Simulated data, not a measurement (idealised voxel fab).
The process module presented herein is designated voxel transistor to metal.
Pictured: cross-section cut, 300 nm wide, on a grid of 5 nm square cells.
The cross-sections in this document take the form of a grid made of square cells. They are written out as bands, in order from top to bottom. Each band consists of one or more rows of cells. This entry defines a band. It first specifies the height of the band's top and the height of its bottom in nm, and then specifies the band's materials from left to right, stating each material with its width in nm. The word "everywhere" identifies a single material that fills the band from edge to edge, while the word "air" identifies empty space. The level at which height equals 0 is the one under which the wafer, as it arrives, is entirely one material. No lower edge exists for the bottom band, which continues downward and is notated as in "0 nm and below". Width "30..40": first value at the band's top row of cells, second value at its bottom row, equal change from row to row. Step note "same as before" = no cross-section cell changed. Internal closed voids: empty space of 8 cells or more with no open way to the top, each as width x height at its distance from the left edge, in nm. That trailing text on a step's line, after the settings, is the simulator's own remark on the step. overlay nm: on a step with a mask, how far right of its planned place the mask lay; negative means left. For the reader: what remains of this document is a series of pairs, each showing a cross-section before one process step and a cross-section after that step which reaches down only to the lowest band that changed, with the step between them and its settings set out under the pair. It should not be assumed that a pair continues from the pair above it; the pairs can come from different runs of this module on the same starting wafer, and such continuity exists only where the entry headed "Incoming structure" says so.

Incoming structure
* 60 nm to 55 nm | 35 air | 30 SiN | 45 air | 30 SiN | 20 air | 30 SiN | 45 air | 30 SiN | 35 air
* 55 nm to 40 nm | 35 air | 5 SiN | 20 Ru | 5 SiN | 45 air | 5 SiN | 20 Ru | 5 SiN | 20 air | 5 SiN | 20 Ru | 5 SiN | 45 air | 5 SiN | 20 Ru | 5 SiN | 35 air
* 40 nm to 35 nm | 40 SiN | 20 TiN | 55 SiN | 20 TiN | 30 SiN | 20 TiN | 55 SiN | 20 TiN | 40 SiN
* 35 nm to 25 nm | 40 SiO2 | 5 TiN | 10 Ru | 5 TiN | 55 SiO2 | 5 TiN | 10 Ru | 5 TiN | 30 SiO2 | 5 TiN | 10 Ru | 5 TiN | 55 SiO2 | 5 TiN | 10 Ru | 5 TiN | 40 SiO2
* 25 nm to 5 nm | 40 SiO2 | 5 TiN | 10 Ru | 5 TiN | 10 SiO2 | 5 SiN | 5 HfO2 | 5 TiN | 5 W | 5 TiN | 5 HfO2 | 5 SiN | 10 SiO2 | 5 TiN | 10 Ru | 5 TiN | 30 SiO2 | 5 TiN | 10 Ru | 5 TiN | 10 SiO2 | 5 SiN | 5 HfO2 | 5 TiN | 5 W | 5 TiN | 5 HfO2 | 5 SiN | 10 SiO2 | 5 TiN | 10 Ru | 5 TiN | 40 SiO2
* 5 nm to 0 nm | 40 SiO2 | 20 TiN | 10 SiO2 | 5 SiN | 5 HfO2 | 15 TiN | 5 HfO2 | 5 SiN | 10 SiO2 | 20 TiN | 30 SiO2 | 20 TiN | 10 SiO2 | 5 SiN | 5 HfO2 | 15 TiN | 5 HfO2 | 5 SiN | 10 SiO2 | 20 TiN | 40 SiO2
* 0 nm to -5 nm | 70 SiO2 | 35 HfO2 | 90 SiO2 | 35 HfO2 | 70 SiO2
* -5 nm to -35 nm | 40 SiO2 | 95 Si | 30 SiO2 | 95 Si | 40 SiO2
* -35 nm and below | Si everywhere
* Internal closed voids: none

after
* 70 nm to 60 nm | SiO2 everywhere
* 60 nm to 55 nm | 35 SiO2 | 30 SiN | 45 SiO2 | 30 SiN | 20 SiO2 | 30 SiN | 45 SiO2 | 30 SiN | 35 SiO2
* 55 nm to 40 nm | 35 SiO2 | 5 SiN | 20 Ru | 5 SiN | 45 SiO2 | 5 SiN | 20 Ru | 5 SiN | 20 SiO2 | 5 SiN | 20 Ru | 5 SiN | 45 SiO2 | 5 SiN | 20 Ru | 5 SiN | 35 SiO2
* No changes below 40.
* Internal closed voids: none
Process step (between the before and after cross-sections above): FILL_DEP with material SiO2, thk nm 10

Incoming structure: The initial state for this step is given by the after cross-section of the immediately preceding pair.

after
* 55 nm to 40 nm | 35 SiO2 | 5 SiN | 20 Ru | 5 SiN | 45 SiO2 | 5 SiN | 20 Ru | 5 SiN | 20 SiO2 | 5 SiN | 20 Ru | 5 SiN | 45 SiO2 | 5 SiN | 20 Ru | 5 SiN | 35 SiO2
* No changes below 40.
* Internal closed voids: none
Process step (between the before and after cross-sections above): CMP with height nm 55

Incoming structure: The initial state for this step is given by the after cross-section of the immediately preceding pair.

after
* 60 nm to 55 nm | SiCN everywhere
* No changes below 55.
* Internal closed voids: none
Process step (between the before and after cross-sections above): CONFORMAL_DEP with material SiCN, thk nm 5

Incoming structure: The initial state for this step is given by the after cross-section of the immediately preceding pair.

after
* 90 nm to 60 nm | lowk everywhere
* No changes below 60.
* Internal closed voids: none
Process step (between the before and after cross-sections above): DIRECTIONAL_DEP with material lowk, thk nm 30

Incoming structure: The initial state for this step is given by the after cross-section of the immediately preceding pair.

after
* 100 nm to 90 nm | aC everywhere
* No changes below 90.
* Internal closed voids: none
Process step (between the before and after cross-sections above): DIRECTIONAL_DEP with material aC, thk nm 10

Incoming structure: The initial state for this step is given by the after cross-section of the immediately preceding pair.

after
* 130 nm to 100 nm | 40 resist | 15 air | 110 resist | 15 air | 120 resist
* No changes below 100.
* Internal closed voids: none
Process step (between the before and after cross-sections above): PATTERN with tone open, mask id METAL_2_HOLES, material resist, width nm 15, pitch nm 125, thk nm 30, overlay nm 0

Incoming structure: The initial state for this step is given by the after cross-section of the immediately preceding pair.

after
* 120 nm to 100 nm | 40 resist | 15 air | 110 resist | 15 air | 120 resist
* 100 nm to 90 nm | 40 aC | 15 air | 110 aC | 15 air | 120 aC
* No changes below 90.
* Internal closed voids: none
Process step (between the before and after cross-sections above): DIRECTIONAL_ETCH with etch materials aC, depth nm 10

Incoming structure: The initial state for this step is given by the after cross-section of the immediately preceding pair.

after
* 100 nm to 90 nm | 40 aC | 15 air | 110 aC | 15 air | 120 aC
* No changes below 90.
* Internal closed voids: none
Process step (between the before and after cross-sections above): STRIP with etch materials resist

Incoming structure: The initial state for this step is given by the after cross-section of the immediately preceding pair.

after
* 100 nm to 90 nm | 40 aC | 15 air | 110 aC | 15 air | 120 aC
* 90 nm to 60 nm | 40 lowk | 15 air | 110 lowk | 15 air | 120 lowk
* No changes below 60.
* Internal closed voids: none
Process step (between the before and after cross-sections above): DIRECTIONAL_ETCH with etch materials lowk, depth nm 30

Incoming structure: The initial state for this step is given by the after cross-section of the immediately preceding pair.

after
* 90 nm to 60 nm | 40 lowk | 15 air | 110 lowk | 15 air | 120 lowk
* No changes below 60.
* Internal closed voids: none
Process step (between the before and after cross-sections above): STRIP with etch materials aC

Incoming structure: The initial state for this step is given by the after cross-section of the immediately preceding pair.

after
* 110 nm to 90 nm | 40 resist | 20 air | 105 resist | 20 air | 115 resist
* No changes below 90.
* Internal closed voids: none
Process step (between the before and after cross-sections above): PATTERN with tone open, mask id METAL_2, material resist, width nm 20, pitch nm 125, thk nm 20, overlay nm 0

Incoming structure: The initial state for this step is given by the after cross-section of the immediately preceding pair.

after
* 110 nm to 90 nm | 40 resist | 20 air | 105 resist | 20 air | 115 resist
* 90 nm to 75 nm | 40 lowk | 20 air | 105 lowk | 20 air | 115 lowk
* No changes below 75.
* Internal closed voids: none
Process step (between the before and after cross-sections above): DIRECTIONAL_ETCH with etch materials lowk, depth nm 15

Incoming structure: The initial state for this step is given by the after cross-section of the immediately preceding pair.

after
* 110 nm to 90 nm | 40 resist | 20 air | 105 resist | 20 air | 115 resist
* 90 nm to 75 nm | 40 lowk | 20 air | 105 lowk | 20 air | 115 lowk
* 75 nm to 60 nm | 40 lowk | 15 air | 110 lowk | 15 air | 120 lowk
* 60 nm to 55 nm | 40 SiCN | 15 air | 110 SiCN | 15 air | 120 SiCN
* No changes below 55.
* Internal closed voids: none
Process step (between the before and after cross-sections above): DIRECTIONAL_ETCH with etch materials SiCN, depth nm 5

Incoming structure: The initial state for this step is given by the after cross-section of the immediately preceding pair.

after
* 90 nm to 75 nm | 40 lowk | 20 air | 105 lowk | 20 air | 115 lowk
* No changes below 75.
* Internal closed voids: none
Process step (between the before and after cross-sections above): STRIP with etch materials resist

Incoming structure: The initial state for this step is given by the after cross-section of the immediately preceding pair.

after
* 95 nm to 90 nm | 45 TiN | 10 air | 115 TiN | 10 air | 120 TiN
* 90 nm to 80 nm | 40 lowk | 5 TiN | 10 air | 5 TiN | 105 lowk | 5 TiN | 10 air | 5 TiN | 115 lowk
* 80 nm to 75 nm | 40 lowk | 5 TiN | 5 air | 10 TiN | 105 lowk | 5 TiN | 5 air | 10 TiN | 115 lowk
* 75 nm to 60 nm | 40 lowk | 5 TiN | 5 air | 5 TiN | 110 lowk | 5 TiN | 5 air | 5 TiN | 120 lowk
* 60 nm to 55 nm | 40 SiCN | 15 TiN | 110 SiCN | 15 TiN | 120 SiCN
* No changes below 55.
* Internal closed voids: none
Process step (between the before and after cross-sections above): CONFORMAL_DEP with material TiN, thk nm 5

Incoming structure: The initial state for this step is given by the after cross-section of the immediately preceding pair.

after
* 105 nm to 95 nm | Cu everywhere
* 95 nm to 90 nm | 45 TiN | 10 Cu | 115 TiN | 10 Cu | 120 TiN
* 90 nm to 80 nm | 40 lowk | 5 TiN | 10 Cu | 5 TiN | 105 lowk | 5 TiN | 10 Cu | 5 TiN | 115 lowk
* 80 nm to 75 nm | 40 lowk | 5 TiN | 5 Cu | 10 TiN | 105 lowk | 5 TiN | 5 Cu | 10 TiN | 115 lowk
* 75 nm to 60 nm | 40 lowk | 5 TiN | 5 Cu | 5 TiN | 110 lowk | 5 TiN | 5 Cu | 5 TiN | 120 lowk
* No changes below 60.
* Internal closed voids: none
Process step (between the before and after cross-sections above): FILL_DEP with material Cu, thk nm 10

Incoming structure: The initial state for this step is given by the after cross-section of the immediately preceding pair.

after
* 90 nm to 80 nm | 40 lowk | 5 TiN | 10 Cu | 5 TiN | 105 lowk | 5 TiN | 10 Cu | 5 TiN | 115 lowk
* No changes below 80.
* Internal closed voids: none
Process step (between the before and after cross-sections above): CMP with height nm 90

Incoming structure: The initial state for this step is given by the after cross-section of the immediately preceding pair.

after
* 95 nm to 90 nm | SiCN everywhere
* No changes below 90.
* Internal closed voids: none
Process step (between the before and after cross-sections above): CONFORMAL_DEP with material SiCN, thk nm 5

Incoming structure
* 55 nm to 40 nm | Ru everywhere
* 40 nm to 35 nm | TiN everywhere
* 35 nm to 25 nm | 40 SiO2 | 5 TiN | 10 Ru | 5 TiN | 55 SiO2 | 5 TiN | 10 Ru | 5 TiN | 30 SiO2 | 5 TiN | 10 Ru | 5 TiN | 55 SiO2 | 5 TiN | 10 Ru | 5 TiN | 40 SiO2
* 25 nm to 20 nm | 40 SiO2 | 5 TiN | 10 Ru | 5 TiN | 10 SiO2 | 5 SiN | 5 HfO2 | 5 TiN | 5 W | 5 TiN | 5 HfO2 | 5 SiN | 10 SiO2 | 5 TiN | 10 Ru | 5 TiN | 30 SiO2 | 5 TiN | 10 Ru | 5 TiN | 10 SiO2 | 5 SiN | 5 HfO2 | 5 TiN | 5 W | 5 TiN | 5 HfO2 | 5 SiN | 10 SiO2 | 5 TiN | 10 Ru | 5 TiN | 40 SiO2
* 20 nm to 15 nm | 40 SiO2 | 20 TiN | 10 SiO2 | 5 SiN | 5 HfO2 | 5 TiN | 5 W | 5 TiN | 5 HfO2 | 5 SiN | 10 SiO2 | 20 TiN | 30 SiO2 | 20 TiN | 10 SiO2 | 5 SiN | 5 HfO2 | 5 TiN | 5 W | 5 TiN | 5 HfO2 | 5 SiN | 10 SiO2 | 20 TiN | 40 SiO2
* 15 nm to 5 nm | 40 SiO2 | 10 TiN | 20 pSi | 5 SiN | 5 HfO2 | 5 TiN | 5 W | 5 TiN | 5 HfO2 | 5 SiN | 20 pSi | 10 TiN | 30 SiO2 | 10 TiN | 20 pSi | 5 SiN | 5 HfO2 | 5 TiN | 5 W | 5 TiN | 5 HfO2 | 5 SiN | 20 pSi | 10 TiN | 40 SiO2
* 5 nm to 0 nm | 30 SiO2 | 5 SiN | 5 SiO2 | 10 TiN | 20 pSi | 5 SiN | 5 HfO2 | 15 TiN | 5 HfO2 | 5 SiN | 20 pSi | 10 TiN | 5 SiO2 | 5 SiN | 10 SiO2 | 5 SiN | 5 SiO2 | 10 TiN | 20 pSi | 5 SiN | 5 HfO2 | 15 TiN | 5 HfO2 | 5 SiN | 20 pSi | 10 TiN | 5 SiO2 | 5 SiN | 30 SiO2
* 0 nm to -5 nm | 35 SiO2 | 35 pSi | 35 HfO2 | 35 pSi | 20 SiO2 | 35 pSi | 35 HfO2 | 35 pSi | 35 SiO2
* -5 nm to -20 nm | 40 SiO2 | 30 pSi | 35 Si | 30 pSi | 30 SiO2 | 30 pSi | 35 Si | 30 pSi | 40 SiO2
* -20 nm to -35 nm | 40 SiO2 | 95 Si | 30 SiO2 | 95 Si | 40 SiO2
* -35 nm and below | Si everywhere
* Internal closed voids: none

after
* 55 nm to 40 nm | 40 Ru | 20 air | 55 Ru | 20 air | 30 Ru | 20 air | 55 Ru | 20 air | 40 Ru
* No changes below 40.
* Internal closed voids: none
Process step (between the before and after cross-sections above): MASKED_ETCH with tone open, mask id METAL_1, width nm 20, etch materials Ru, depth nm 15, overlay nm 0

Incoming structure: The initial state for this step is given by the after cross-section of the immediately preceding pair.

after
* 60 nm to 55 nm | 45 SiN | 10 air | 65 SiN | 10 air | 40 SiN | 10 air | 65 SiN | 10 air | 45 SiN
* 55 nm to 45 nm | 40 Ru | 5 SiN | 10 air | 5 SiN | 55 Ru | 5 SiN | 10 air | 5 SiN | 30 Ru | 5 SiN | 10 air | 5 SiN | 55 Ru | 5 SiN | 10 air | 5 SiN | 40 Ru
* 45 nm to 40 nm | 40 Ru | 20 SiN | 55 Ru | 20 SiN | 30 Ru | 20 SiN | 55 Ru | 20 SiN | 40 Ru
* No changes below 40.
* Internal closed voids: none
Process step (between the before and after cross-sections above): CONFORMAL_DEP with material SiN, thk nm 5

Incoming structure: The initial state for this step is given by the after cross-section of the immediately preceding pair.

after
* 70 nm to 60 nm | SiO2 everywhere
* 60 nm to 55 nm | 45 SiN | 10 SiO2 | 65 SiN | 10 SiO2 | 40 SiN | 10 SiO2 | 65 SiN | 10 SiO2 | 45 SiN
* 55 nm to 45 nm | 40 Ru | 5 SiN | 10 SiO2 | 5 SiN | 55 Ru | 5 SiN | 10 SiO2 | 5 SiN | 30 Ru | 5 SiN | 10 SiO2 | 5 SiN | 55 Ru | 5 SiN | 10 SiO2 | 5 SiN | 40 Ru
* No changes below 45.
* Internal closed voids: none
Process step (between the before and after cross-sections above): FILL_DEP with material SiO2, thk nm 10

Incoming structure: The initial state for this step is given by the after cross-section of the immediately preceding pair.

after
* 55 nm to 45 nm | 40 Ru | 5 SiN | 10 SiO2 | 5 SiN | 55 Ru | 5 SiN | 10 SiO2 | 5 SiN | 30 Ru | 5 SiN | 10 SiO2 | 5 SiN | 55 Ru | 5 SiN | 10 SiO2 | 5 SiN | 40 Ru
* No changes below 45.
* Internal closed voids: none
Process step (between the before and after cross-sections above): CMP with height nm 55

Incoming structure: The initial state for this step is given by the after cross-section of the immediately preceding pair.

after
* 60 nm to 55 nm | SiCN everywhere
* No changes below 55.
* Internal closed voids: none
Process step (between the before and after cross-sections above): CONFORMAL_DEP with material SiCN, thk nm 5

Incoming structure: The initial state for this step is given by the after cross-section of the immediately preceding pair.

after
* 90 nm to 60 nm | lowk everywhere
* No changes below 60.
* Internal closed voids: none
Process step (between the before and after cross-sections above): DIRECTIONAL_DEP with material lowk, thk nm 30

Incoming structure: The initial state for this step is given by the after cross-section of the immediately preceding pair.

after
* 100 nm to 90 nm | aC everywhere
* No changes below 90.
* Internal closed voids: none
Process step (between the before and after cross-sections above): DIRECTIONAL_DEP with material aC, thk nm 10

Incoming structure: The initial state for this step is given by the after cross-section of the immediately preceding pair.

after
* 130 nm to 100 nm | 40 resist | 15 air | 110 resist | 15 air | 120 resist
* No changes below 100.
* Internal closed voids: none
Process step (between the before and after cross-sections above): PATTERN with tone open, mask id METAL_2_HOLES, material resist, width nm 15, pitch nm 125, thk nm 30, overlay nm 0

Incoming structure: The initial state for this step is given by the after cross-section of the immediately preceding pair.

after
* 120 nm to 100 nm | 40 resist | 15 air | 110 resist | 15 air | 120 resist
* 100 nm to 90 nm | 40 aC | 15 air | 110 aC | 15 air | 120 aC
* No changes below 90.
* Internal closed voids: none
Process step (between the before and after cross-sections above): DIRECTIONAL_ETCH with etch materials aC, depth nm 10

Incoming structure: The initial state for this step is given by the after cross-section of the immediately preceding pair.

after
* 100 nm to 90 nm | 40 aC | 15 air | 110 aC | 15 air | 120 aC
* No changes below 90.
* Internal closed voids: none
Process step (between the before and after cross-sections above): STRIP with etch materials resist

Incoming structure: The initial state for this step is given by the after cross-section of the immediately preceding pair.

after
* 100 nm to 90 nm | 40 aC | 15 air | 110 aC | 15 air | 120 aC
* 90 nm to 60 nm | 40 lowk | 15 air | 110 lowk | 15 air | 120 lowk
* No changes below 60.
* Internal closed voids: none
Process step (between the before and after cross-sections above): DIRECTIONAL_ETCH with etch materials lowk, depth nm 30

Incoming structure: The initial state for this step is given by the after cross-section of the immediately preceding pair.

after
* 90 nm to 60 nm | 40 lowk | 15 air | 110 lowk | 15 air | 120 lowk
* No changes below 60.
* Internal closed voids: none
Process step (between the before and after cross-sections above): STRIP with etch materials aC

Incoming structure: The initial state for this step is given by the after cross-section of the immediately preceding pair.

after
* 110 nm to 90 nm | 40 resist | 20 air | 105 resist | 20 air | 115 resist
* No changes below 90.
* Internal closed voids: none
Process step (between the before and after cross-sections above): PATTERN with tone open, mask id METAL_2, material resist, width nm 20, pitch nm 125, thk nm 20, overlay nm 0

Incoming structure: The initial state for this step is given by the after cross-section of the immediately preceding pair.

after
* 110 nm to 90 nm | 40 resist | 20 air | 105 resist | 20 air | 115 resist
* 90 nm to 75 nm | 40 lowk | 20 air | 105 lowk | 20 air | 115 lowk
* No changes below 75.
* Internal closed voids: none
Process step (between the before and after cross-sections above): DIRECTIONAL_ETCH with etch materials lowk, depth nm 15

Incoming structure: The initial state for this step is given by the after cross-section of the immediately preceding pair.

after
* 110 nm to 90 nm | 40 resist | 20 air | 105 resist | 20 air | 115 resist
* 90 nm to 75 nm | 40 lowk | 20 air | 105 lowk | 20 air | 115 lowk
* 75 nm to 60 nm | 40 lowk | 15 air | 110 lowk | 15 air | 120 lowk
* 60 nm to 55 nm | 40 SiCN | 15 air | 110 SiCN | 15 air | 120 SiCN
* No changes below 55.
* Internal closed voids: none
Process step (between the before and after cross-sections above): DIRECTIONAL_ETCH with etch materials SiCN, depth nm 5

Incoming structure: The initial state for this step is given by the after cross-section of the immediately preceding pair.

after
* 90 nm to 75 nm | 40 lowk | 20 air | 105 lowk | 20 air | 115 lowk
* No changes below 75.
* Internal closed voids: none
Process step (between the before and after cross-sections above): STRIP with etch materials resist

Incoming structure: The initial state for this step is given by the after cross-section of the immediately preceding pair.

after
* 95 nm to 90 nm | 45 TiN | 10 air | 115 TiN | 10 air | 120 TiN
* 90 nm to 80 nm | 40 lowk | 5 TiN | 10 air | 5 TiN | 105 lowk | 5 TiN | 10 air | 5 TiN | 115 lowk
* 80 nm to 75 nm | 40 lowk | 5 TiN | 5 air | 10 TiN | 105 lowk | 5 TiN | 5 air | 10 TiN | 115 lowk
* 75 nm to 60 nm | 40 lowk | 5 TiN | 5 air | 5 TiN | 110 lowk | 5 TiN | 5 air | 5 TiN | 120 lowk
* 60 nm to 55 nm | 40 SiCN | 15 TiN | 110 SiCN | 15 TiN | 120 SiCN
* No changes below 55.
* Internal closed voids: none
Process step (between the before and after cross-sections above): CONFORMAL_DEP with material TiN, thk nm 5

Incoming structure: The initial state for this step is given by the after cross-section of the immediately preceding pair.

after
* 105 nm to 95 nm | Cu everywhere
* 95 nm to 90 nm | 45 TiN | 10 Cu | 115 TiN | 10 Cu | 120 TiN
* 90 nm to 80 nm | 40 lowk | 5 TiN | 10 Cu | 5 TiN | 105 lowk | 5 TiN | 10 Cu | 5 TiN | 115 lowk
* 80 nm to 75 nm | 40 lowk | 5 TiN | 5 Cu | 10 TiN | 105 lowk | 5 TiN | 5 Cu | 10 TiN | 115 lowk
* 75 nm to 60 nm | 40 lowk | 5 TiN | 5 Cu | 5 TiN | 110 lowk | 5 TiN | 5 Cu | 5 TiN | 120 lowk
* No changes below 60.
* Internal closed voids: none
Process step (between the before and after cross-sections above): FILL_DEP with material Cu, thk nm 10

Incoming structure: The initial state for this step is given by the after cross-section of the immediately preceding pair.

after
* 90 nm to 80 nm | 40 lowk | 5 TiN | 10 Cu | 5 TiN | 105 lowk | 5 TiN | 10 Cu | 5 TiN | 115 lowk
* No changes below 80.
* Internal closed voids: none
Process step (between the before and after cross-sections above): CMP with height nm 90

Incoming structure: The initial state for this step is given by the after cross-section of the immediately preceding pair.

after
* 95 nm to 90 nm | SiCN everywhere
* No changes below 90.
* Internal closed voids: none
Process step (between the before and after cross-sections above): CONFORMAL_DEP with material SiCN, thk nm 5
